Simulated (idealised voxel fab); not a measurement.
Process module in this document: voxel double patterning
FYI the section here is cut, 235 nm wide, cells are 5 nm squares.
The cross-sections in this document take the form of a grid made of square cells. They are written out as bands, in order from top to bottom. Each band consists of one or more rows of cells. Heights first: top, then bottom, in nm. Then materials, left to right, each with a width in nm. "everywhere" on a single material: fills the band edge to edge. "blank": empty space. Height reference: 0 = level under which incoming wafer is all one material. Lowest band: no bottom, runs on downward, e.g. "top 0, no bottom". With a width like "30->40", each row of cells in the band differs from the next by the same amount, the top row carrying the first number and the bottom row the second. The designation "stayed the same", where it is given for a processing step, indicates that no cell of the cross-section was altered in the course of that step. Enclosed voids (no open way to top), threshold 8 cells or more, entry "Closed void catalog", notation width x height at distance, distance from left edge, nm. Post-settings text on a step line: simulator's own remark regarding the step. The optional step-line setting "overlay nm" applies to steps with a mask and quantifies how far to the right of its planned location the mask lay, a negative value indicating leftward placement.

PROCESS STEPS (PLANNED)
| 1 | RECEIVE,material Si |
| 2 | CONFORMAL_DEP,material SiO2,thk nm 5 |
| 3 | DIRECTIONAL_DEP,material W,thk nm 15 |
| 4 | DIRECTIONAL_DEP,material SiCN,thk nm 10 |
| 5 | PATTERN,tone open,mask id FIRST,material resist,width nm 15,pitch nm 50,thk nm 20,overlay nm -15 |
| 6 | DIRECTIONAL_ETCH,etch materials SiCN,depth nm 10 |
| 7 | STRIP,etch materials resist |
| 8 | MASKED_ETCH,tone open,mask id SECOND,width nm 15,pitch nm 50,etch materials SiCN,depth nm 10,overlay nm 0 |
| 9 | DIRECTIONAL_ETCH,etch materials W,depth nm 15 |
| 10 | STRIP,etch materials SiCN |
Wafers differ in overlay nm at step 5; plan lists the first wafer's value; identical starting state.

FIRST OF SEVERAL WAFERS (AS RECEIVED, POST STEP 1), CROSS-SECTIONAL VIEW
    top 0, no bottom  Si everywhere
    Closed void catalog: none

DEPICTED HERE IS THE FIRST OF SEVERAL WAFERS IN CROSS-SECTION, AT MODULE COMPLETION FOLLOWING THE LAST STEP, STEP 10
    top 20, bottom 5  W 45 nm / blank 15 nm / W 25 nm / blank 25 nm / W 25 nm / blank 25 nm / W 75 nm
    top 5, bottom 0  SiO2 everywhere
    top 0, no bottom  Si everywhere
    Closed void catalog: none

HERE WE CROSS-SECTIONED THE LAST OF THE WAFERS ONCE THE MODULE WAS DONE
    top 20, bottom 5  W 75 nm / blank 25 nm / W 25 nm / blank 25 nm / W 25 nm / blank 15 nm / W 45 nm
    top 5, bottom 0  SiO2 everywhere
    top 0, no bottom  Si everywhere
    Closed void catalog: none

PER-WAFER ROWS BELOW. FOR EACH MATERIAL: CELLS GAINED (+) OR LOST (-) SINCE THE WAFER WAS RECEIVED, AS OF END OF MODULE. THEN: CLOSED VOIDS
overlay nm -15, +47 SiO2, +102 W, Closed void catalog: none
overlay nm -10, +47 SiO2, +96 W, Closed void catalog: none
overlay nm -5, +47 SiO2, +96 W, Closed void catalog: none
overlay nm 0, +47 SiO2, +96 W, Closed void catalog: none
overlay nm 5, +47 SiO2, +96 W, Closed void catalog: none
overlay nm 10, +47 SiO2, +96 W, Closed void catalog: none
overlay nm 15, +47 SiO2, +102 W, Closed void catalog: none
